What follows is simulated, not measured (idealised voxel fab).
process module | voxel local oxidation
cross-section cut | 230 nm wide | cells 5 nm
A cross-section is a grid of square cells, given in bands from the top down. A band is one or more rows of cells.
Each band's line starts with the height of the band's top and of its bottom, in nm. Then come its materials from left to right, each with its width in nm. One material with "throughout" fills the band from edge to edge. "air" is empty space.
Height 0 is the level under which the wafer as received is all one material. The lowest band goes on downwards, as in "0 down".
A width such as "30 to 40" changes by the same amount from each row of cells to the next, from the band's top row to its bottom row.
"no change" after a step means that no cell of the cross-section changed.
closed voids: empty space of 8 cells or more with no open way to the top, each as width x height at its distance from the left edge, in nm
after a step's settings: what the simulator itself notes on the step
overlay nm, on a step with a mask: how far to the right of its planned place the mask lay; to the left if negative
Each pair below shows a cross-section before one step and the cross-section after it, down to the lowest band that changed. The line under each pair gives the step between them, with its settings. The pairs can come from different runs of this module on the same starting wafer, so a pair continues from the pair above only where its "before" says so.
before
  0 down: Si throughout
  closed voids: none
after
  5 to 0: SiO2 throughout
  below 0: unchanged
  closed voids: none
the step between: op CONFORMAL_DEP | material SiO2 | thk nm 5
before: the cross-section after the pair above
after
  20 to 5: SiN throughout
  below 5: unchanged
  closed voids: none
the step between: op CONFORMAL_DEP | material SiN | thk nm 15
before: the cross-section after the pair above
after
  35 to 20: air 70 | resist 90 | air 70
  below 20: unchanged
  closed voids: none
the step between: op PATTERN | tone cover | mask id ACTIVE | material resist | width nm 90 | thk nm 15 | overlay nm 0
before: the cross-section after the pair above
after
  35 to 20: air 70 | resist 90 | air 70
  20 to 5: air 70 | SiN 90 | air 70
  below 5: unchanged
  closed voids: none
the step between: op DIRECTIONAL_ETCH | etch materials SiN | depth nm 15
before: the cross-section after the pair above
after
  20 to 5: air 70 | SiN 90 | air 70
  below 5: unchanged
  closed voids: none
the step between: op STRIP | etch materials resist
before: the cross-section after the pair above
after
  20 to 5: air 70 | SiN 90 | air 70
  5 to 0: air 75 | SiO2 80 | air 75
  below 0: unchanged
  closed voids: none
the step between: op SELECTIVE_ETCH | etch materials SiO2 | depth nm 5
before: the cross-section after the pair above
after
  20 to 5: air 70 | SiN 90 | air 70
  5 to 0: air 75 | SiO2 80 | air 75
  0 to -10: SiO2 85 | Si 60 | SiO2 85
  below -10: unchanged
  closed voids: none
the step between: op OXIDIZE | depth nm 10
before: the cross-section after the pair above
after
  5 to 0: air 75 | SiO2 80 | air 75
  below 0: unchanged
  closed voids: none
the step between: op STRIP | etch materials SiN
before
  0 down: Si throughout
  closed voids: none
after
  15 to 0: SiN throughout
  below 0: unchanged
  closed voids: none
the step between: op CONFORMAL_DEP | material SiN | thk nm 15
before: the cross-section after the pair above
after
  30 to 15: air 70 | resist 90 | air 70
  below 15: unchanged
  closed voids: none
the step between: op PATTERN | tone cover | mask id ACTIVE | material resist | width nm 90 | thk nm 15 | overlay nm 0
before: the cross-section after the pair above
after
  30 to 15: air 70 | resist 90 | air 70
  15 to 0: air 70 | SiN 90 | air 70
  below 0: unchanged
  closed voids: none
the step between: op DIRECTIONAL_ETCH | etch materials SiN | depth nm 15
before: the cross-section after the pair above
after
  15 to 0: air 70 | SiN 90 | air 70
  below 0: unchanged
  closed voids: none
the step between: op STRIP | etch materials resist
before: the cross-section after the pair above
after
  15 to 0: air 70 | SiN 90 | air 70
  0 to -10: SiO2 80 | Si 70 | SiO2 80
  below -10: unchanged
  closed voids: none
the step between: op OXIDIZE | depth nm 10
before: the cross-section after the pair above
after
  0 to -10: SiO2 80 | Si 70 | SiO2 80
  below -10: unchanged
  closed voids: none
the step between: op STRIP | etch materials SiN
before
  20 to 5: air 70 | SiN 90 | air 70
  5 to 0: air 75 | SiO2 80 | air 75
  0 down: Si throughout
  closed voids: none
after
  5 to 0: air 75 | SiO2 80 | air 75
  below 0: unchanged
  closed voids: none
the step between: op STRIP | etch materials SiN
before: the cross-section after the pair above
after
  5 to 0: air 75 | SiO2 80 | air 75
  0 to -10: SiO2 85 | Si 60 | SiO2 85
  below -10: unchanged
  closed voids: none
the step between: op OXIDIZE | depth nm 10
before
  20 to 5: air 70 | SiN 90 | air 70
  5 to 0: air 75 | SiO2 80 | air 75
  0 down: Si throughout
  closed voids: none
after
  20 to 5: air 70 | SiN 90 | air 70
  5 to 0: air 75 | SiO2 80 | air 75
  0 to -15: SiO2 90 | Si 50 | SiO2 90
  below -15: unchanged
  closed voids: none
the step between: op OXIDIZE | depth nm 15
before: the cross-section after the pair above
after
  5 to 0: air 75 | SiO2 80 | air 75
  below 0: unchanged
  closed voids: none
the step between: op STRIP | etch materials SiN
before
  20 to 5: SiN throughout
  5 to 0: SiO2 throughout
  0 down: Si throughout
  closed voids: none
after
  35 to 20: air 65 | resist 100 | air 65
  below 20: unchanged
  closed voids: none
the step between: op PATTERN | tone cover | mask id ACTIVE | material resist | width nm 100 | thk nm 15 | overlay nm 0
before: the cross-section after the pair above
after
  35 to 20: air 65 | resist 100 | air 65
  20 to 5: air 65 | SiN 100 | air 65
  below 5: unchanged
  closed voids: none
the step between: op DIRECTIONAL_ETCH | etch materials SiN | depth nm 15
before: the cross-section after the pair above
after
  20 to 5: air 65 | SiN 100 | air 65
  below 5: unchanged
  closed voids: none
the step between: op STRIP | etch materials resist
before: the cross-section after the pair above
after
  20 to 5: air 65 | SiN 100 | air 65
  5 to 0: air 70 | SiO2 90 | air 70
  below 0: unchanged
  closed voids: none
the step between: op SELECTIVE_ETCH | etch materials SiO2 | depth nm 5
before: the cross-section after the pair above
after
  20 to 5: air 65 | SiN 100 | air 65
  5 to 0: air 70 | SiO2 90 | air 70
  0 to -10: SiO2 80 | Si 70 | SiO2 80
  below -10: unchanged
  closed voids: none
the step between: op OXIDIZE | depth nm 10
before: the cross-section after the pair above
after
  5 to 0: air 70 | SiO2 90 | air 70
  below 0: unchanged
  closed voids: none
the step between: op STRIP | etch materials SiN
before
  20 to 5: SiN throughout
  5 to 0: SiO2 throughout
  0 down: Si throughout
  closed voids: none
after
  35 to 20: air 80 | resist 90 | air 60
  below 20: unchanged
  closed voids: none
the step between: op PATTERN | tone cover | mask id ACTIVE | material resist | width nm 90 | thk nm 15 | overlay nm 10
before: the cross-section after the pair above
after
  35 to 20: air 80 | resist 90 | air 60
  20 to 5: air 80 | SiN 90 | air 60
  below 5: unchanged
  closed voids: none
the step between: op DIRECTIONAL_ETCH | etch materials SiN | depth nm 15
before: the cross-section after the pair above
after
  20 to 5: air 80 | SiN 90 | air 60
  below 5: unchanged
  closed voids: none
the step between: op STRIP | etch materials resist
before: the cross-section after the pair above
after
  20 to 5: air 80 | SiN 90 | air 60
  5 to 0: air 85 | SiO2 80 | air 65
  below 0: unchanged
  closed voids: none
the step between: op SELECTIVE_ETCH | etch materials SiO2 | depth nm 5
before: the cross-section after the pair above
after
  20 to 5: air 80 | SiN 90 | air 60
  5 to 0: air 85 | SiO2 80 | air 65
  0 to -10: SiO2 95 | Si 60 | SiO2 75
  below -10: unchanged
  closed voids: none
the step between: op OXIDIZE | depth nm 10
before: the cross-section after the pair above
after
  5 to 0: air 85 | SiO2 80 | air 65
  below 0: unchanged
  closed voids: none
the step between: op STRIP | etch materials SiN
before
  5 to 0: SiO2 throughout
  0 down: Si throughout
  closed voids: none
after
  20 to 0: SiO2 throughout
  below 0: unchanged
  closed voids: none
the step between: op CONFORMAL_DEP | material SiO2 | thk nm 15
before: the cross-section after the pair above
after
  35 to 20: air 70 | resist 90 | air 70
  below 20: unchanged
  closed voids: none
the step between: op PATTERN | tone cover | mask id ACTIVE | material resist | width nm 90 | thk nm 15 | overlay nm 0
before: the cross-section after the pair above
after
  20 to 0: SiO2 throughout
  below 0: unchanged
  closed voids: none
the step between: op STRIP | etch materials resist
before: the cross-section after the pair above
after
  15 to 0: SiO2 throughout
  below 0: unchanged
  closed voids: none
the step between: op SELECTIVE_ETCH | etch materials SiO2 | depth nm 5
before
  20 to 5: SiN throughout
  5 to 0: SiO2 throughout
  0 down: Si throughout
  closed voids: none
after
  35 to 20: resist 70 | air 90 | resist 70
  below 20: unchanged
  closed voids: none
the step between: op PATTERN | tone open | mask id ACTIVE | material resist | width nm 90 | thk nm 15 | overlay nm 0
before: the cross-section after the pair above
after
  35 to 20: resist 70 | air 90 | resist 70
  20 to 5: SiN 70 | air 90 | SiN 70
  below 5: unchanged
  closed voids: none
the step between: op DIRECTIONAL_ETCH | etch materials SiN | depth nm 15
before: the cross-section after the pair above
after
  20 to 5: SiN 70 | air 90 | SiN 70
  below 5: unchanged
  closed voids: none
the step between: op STRIP | etch materials resist
before: the cross-section after the pair above
after
  20 to 5: SiN 70 | air 90 | SiN 70
  5 to 0: SiO2 65 | air 100 | SiO2 65
  below 0: unchanged
  closed voids: none
the step between: op SELECTIVE_ETCH | etch materials SiO2 | depth nm 5
before: the cross-section after the pair above
after
  20 to 5: SiN 70 | air 90 | SiN 70
  5 to 0: SiO2 65 | air 100 | SiO2 65
  0 to -10: Si 55 | SiO2 120 | Si 55
  below -10: unchanged
  closed voids: none
the step between: op OXIDIZE | depth nm 10
before: the cross-section after the pair above
after
  5 to 0: SiO2 65 | air 100 | SiO2 65
  below 0: unchanged
  closed voids: none
the step between: op STRIP | etch materials SiN
